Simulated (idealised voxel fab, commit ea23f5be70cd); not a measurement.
Module name: voxel wiring stack (process module)
Shown is cross-section cut, with a width of 295 nm and square cells of size 5 nm.
Heads up, the way a cross-section reads in here is a grid of square cells, handed over as bands from the top down, with every band being one or more rows of cells. Each band's line starts with the height of the band's top and of its bottom, in nm. Then come its materials from left to right, each with its width in nm. One material with "full width" fills the band from edge to edge. "blank" is empty space. Ref level 0: as-received wafer is one material below here. Bottom band extends down with no lower bound ("z 0 and below"). Graded width ("30 to 40"): value in top row of band = first number; value in bottom row = second number; row-to-row change constant. Given "left unchanged" for a step, no cell of the cross-section differs between before and after that step. Enclosed voids (no open way to top), threshold 8 cells or more, entry "Enclosed internal voids", notation width x height at distance, distance from left edge, nm. It should be noted that, on the line of a given step, the content following the step's settings is a remark produced by the simulator itself with respect to that step. A step's line can hold "overlay nm"; with a mask on that step, the setting says how far right of the planned place the mask lay, while a negative setting says it lay to the left.

PLANNED PROCESS STEPS
1,op RECEIVE | material Si
2,op CONFORMAL_DEP | material SiO2 | thk nm 15
3,op CONFORMAL_DEP | material SiN | thk nm 5
4,op DIRECTIONAL_DEP | material lowk | thk nm 15
5,op PATTERN | tone open | mask id METAL_1 | material resist | width nm 25 | pitch nm 55 | thk nm 15 | overlay nm 0
6,op DIRECTIONAL_ETCH | etch materials lowk | depth nm 15
7,op DIRECTIONAL_ETCH | etch materials SiN | depth nm 5
8,op STRIP | etch materials resist
9,op CONFORMAL_DEP | material TiN | thk nm 5
10,op FILL_DEP | material Cu | thk nm 10
11,op CMP | height nm 35
12,op CONFORMAL_DEP | material SiCN | thk nm 5
13,op DIRECTIONAL_DEP | material lowk | thk nm 10
14,op PATTERN | tone open | mask id PLUG_1 | material resist | width nm 15 | pitch nm 55 | thk nm 20 | overlay nm 0
15,op DIRECTIONAL_ETCH | etch materials lowk | depth nm 10
16,op DIRECTIONAL_ETCH | etch materials SiCN | depth nm 5
17,op STRIP | etch materials resist
18,op EPI | material Ru | thk nm 10
19,op EPI | material Ru | thk nm 5
20,op CONFORMAL_DEP | material SiCN | thk nm 5
21,op DIRECTIONAL_DEP | material SiO2 | thk nm 25
22,op PATTERN | tone open | mask id METAL_2 | material resist | width nm 25 | pitch nm 55 | thk nm 15 | overlay nm 0
23,op DIRECTIONAL_ETCH | etch materials SiO2 | depth nm 25
24,op DIRECTIONAL_ETCH | etch materials SiCN | depth nm 5
25,op STRIP | etch materials resist
26,op CONFORMAL_DEP | material TiN | thk nm 5
27,op FILL_DEP | material Ru | thk nm 5
28,op CMP | height nm 80
29,op CONFORMAL_DEP | material SiCN | thk nm 5
30,op DIRECTIONAL_DEP | material SiO2 | thk nm 20
31,op MASKED_ETCH | tone open | mask id PLUG_2 | width nm 15 | pitch nm 110 | etch materials SiO2 | depth nm 20 | overlay nm 0
32,op MASKED_ETCH | tone open | mask id PLUG_2 | width nm 15 | pitch nm 110 | etch materials SiCN | depth nm 5 | overlay nm 0
33,op EPI | material Ru | thk nm 10
34,op EPI | material Ru | thk nm 10
35,op EPI | material Ru | thk nm 5
36,op CONFORMAL_DEP | material SiCN | thk nm 5
37,op DIRECTIONAL_DEP | material lowk | thk nm 20
38,op MASKED_ETCH | tone open | mask id METAL_3 | width nm 25 | pitch nm 55 | etch materials lowk | depth nm 20 | overlay nm 0
39,op MASKED_ETCH | tone open | mask id METAL_3 | width nm 25 | pitch nm 55 | etch materials SiCN | depth nm 5 | overlay nm 0
40,op CONFORMAL_DEP | material TiN | thk nm 5
41,op FILL_DEP | material W | thk nm 10
42,op CMP | height nm 130
43,op CONFORMAL_DEP | material SiCN | thk nm 5
44,op DIRECTIONAL_DEP | material SiO2 | thk nm 35
45,op MASKED_ETCH | tone open | mask id METAL_4_HOLES | width nm 15 | pitch nm 55 | etch materials SiO2 | depth nm 35 | overlay nm 0
46,op PATTERN | tone open | mask id METAL_4 | material resist | width nm 25 | pitch nm 55 | thk nm 20 | overlay nm 0
47,op DIRECTIONAL_ETCH | etch materials SiO2 | depth nm 20
48,op DIRECTIONAL_ETCH | etch materials SiCN | depth nm 5
49,op STRIP | etch materials resist
50,op CONFORMAL_DEP | material TiN | thk nm 5
51,op FILL_DEP | material Ru | thk nm 10
52,op CMP | height nm 170
53,op CONFORMAL_DEP | material SiCN | thk nm 5

INCOMING WAFER, CROSS-SECTIONAL VIEW, POST STEP 1
* z 0 and below | Si full width
* Enclosed internal voids: none

HERE'S THE CROSS-SECTION OF THE FIRST OF OUR TWO WAFERS AT THE END OF THE MODULE - IT RAN AS PLANNED
* z 175 to 170 | SiCN full width
* z 170 to 155 | 80 of SiO2, 5 of TiN, 15 of Ru, 5 of TiN, 30 of SiO2, 5 of TiN, 15 of Ru, 5 of TiN, 30 of SiO2, 5 of TiN, 15 of Ru, 5 of TiN, 80 of SiO2
* z 155 to 150 | 80 of SiO2, 5 of TiN, 5 of Ru, 15 of TiN, 30 of SiO2, 5 of TiN, 5 of Ru, 15 of TiN, 30 of SiO2, 5 of TiN, 5 of Ru, 15 of TiN, 80 of SiO2
* z 150 to 135 | 80 of SiO2, 5 of TiN, 5 of Ru, 5 of TiN, 40 of SiO2, 5 of TiN, 5 of Ru, 5 of TiN, 40 of SiO2, 5 of TiN, 5 of Ru, 5 of TiN, 90 of SiO2
* z 135 to 130 | 80 of SiCN, 15 of TiN, 40 of SiCN, 15 of TiN, 40 of SiCN, 15 of TiN, 90 of SiCN
* z 130 to 110 | 80 of lowk, 5 of TiN, 15 of W, 5 of TiN, 30 of lowk, 5 of TiN, 15 of W, 5 of TiN, 30 of lowk, 5 of TiN, 15 of W, 5 of TiN, 80 of lowk
* z 110 to 105 | 80 of SiCN, 25 of TiN, 30 of SiCN, 25 of TiN, 30 of SiCN, 25 of TiN, 80 of SiCN
* z 105 to 85 | 80 of SiO2, 15 of Ru, 95 of SiO2, 15 of Ru, 90 of SiO2
* z 85 to 80 | 80 of SiCN, 15 of Ru, 95 of SiCN, 15 of Ru, 90 of SiCN
* z 80 to 55 | 80 of SiO2, 5 of TiN, 15 of Ru, 5 of TiN, 30 of SiO2, 5 of TiN, 15 of Ru, 5 of TiN, 30 of SiO2, 5 of TiN, 15 of Ru, 5 of TiN, 80 of SiO2
* z 55 to 50 | 80 of SiCN, 25 of TiN, 30 of SiCN, 25 of TiN, 30 of SiCN, 25 of TiN, 80 of SiCN
* z 50 to 40 | 80 of lowk, 15 of Ru, 40 of lowk, 15 of Ru, 40 of lowk, 15 of Ru, 90 of lowk
* z 40 to 35 | 80 of SiCN, 15 of Ru, 40 of SiCN, 15 of Ru, 40 of SiCN, 15 of Ru, 90 of SiCN
* z 35 to 20 | 80 of lowk, 5 of TiN, 15 of Cu, 5 of TiN, 30 of lowk, 5 of TiN, 15 of Cu, 5 of TiN, 30 of lowk, 5 of TiN, 15 of Cu, 5 of TiN, 80 of lowk
* z 20 to 15 | 80 of SiN, 25 of TiN, 30 of SiN, 25 of TiN, 30 of SiN, 25 of TiN, 80 of SiN
* z 15 to 0 | SiO2 full width
* z 0 and below | Si full width
* Enclosed internal voids: none

WAFER TWO CROSS-SECTION, MODULE END. START AND PLAN UNCHANGED FROM WAFER ONE; ONE MISTAKE MADE DURING THE RUN
* z 175 to 170 | SiCN full width
* z 170 to 155 | 80 of SiO2, 5 of TiN, 15 of Ru, 5 of TiN, 30 of SiO2, 5 of TiN, 15 of Ru, 5 of TiN, 30 of SiO2, 5 of TiN, 15 of Ru, 5 of TiN, 80 of SiO2
* z 155 to 150 | 80 of SiO2, 5 of TiN, 5 of Ru, 15 of TiN, 30 of SiO2, 5 of TiN, 5 of Ru, 15 of TiN, 30 of SiO2, 5 of TiN, 5 of Ru, 15 of TiN, 80 of SiO2
* z 150 to 135 | 80 of SiO2, 5 of TiN, 5 of Ru, 5 of TiN, 40 of SiO2, 5 of TiN, 5 of Ru, 5 of TiN, 40 of SiO2, 5 of TiN, 5 of Ru, 5 of TiN, 90 of SiO2
* z 135 to 130 | 80 of SiCN, 15 of TiN, 40 of SiCN, 15 of TiN, 40 of SiCN, 15 of TiN, 90 of SiCN
* z 130 to 110 | 80 of lowk, 5 of TiN, 15 of W, 5 of TiN, 30 of lowk, 5 of TiN, 15 of W, 5 of TiN, 30 of lowk, 5 of TiN, 15 of W, 5 of TiN, 80 of lowk
* z 110 to 105 | 80 of SiCN, 25 of TiN, 30 of SiCN, 25 of TiN, 30 of SiCN, 25 of TiN, 80 of SiCN
* z 105 to 85 | 80 of SiO2, 15 of Ru, 95 of SiO2, 15 of Ru, 90 of SiO2
* z 85 to 80 | 80 of SiCN, 15 of Ru, 95 of SiCN, 15 of Ru, 90 of SiCN
* z 80 to 55 | 80 of SiO2, 5 of TiN, 15 of Ru, 5 of TiN, 30 of SiO2, 5 of TiN, 15 of Ru, 5 of TiN, 30 of SiO2, 5 of TiN, 15 of Ru, 5 of TiN, 80 of SiO2
* z 55 to 50 | 80 of SiCN, 25 of TiN, 30 of SiCN, 25 of TiN, 30 of SiCN, 25 of TiN, 80 of SiCN
* z 50 to 40 | 80 of lowk, 15 of Ru, 40 of lowk, 15 of Ru, 40 of lowk, 15 of Ru, 90 of lowk
* z 40 to 35 | 80 of SiCN, 15 of Ru, 40 of SiCN, 15 of Ru, 40 of SiCN, 15 of Ru, 90 of SiCN
* z 35 to 20 | 90 of lowk, 5 of TiN, 15 of Cu, 5 of TiN, 30 of lowk, 5 of TiN, 15 of Cu, 5 of TiN, 30 of lowk, 5 of TiN, 15 of Cu, 5 of TiN, 70 of lowk
* z 20 to 15 | 90 of SiN, 25 of TiN, 30 of SiN, 25 of TiN, 30 of SiN, 25 of TiN, 70 of SiN
* z 15 to 0 | SiO2 full width
* z 0 and below | Si full width
* Enclosed internal voids: none
Error vs. plan: rather than as planned, step 5 actually ran as op PATTERN | tone open | mask id METAL_1 | material resist | width nm 25 | pitch nm 55 | thk nm 15 | overlay nm 10
At the end, the second wafer has the same number of cells of each material as the first, but those cells sit in other places.
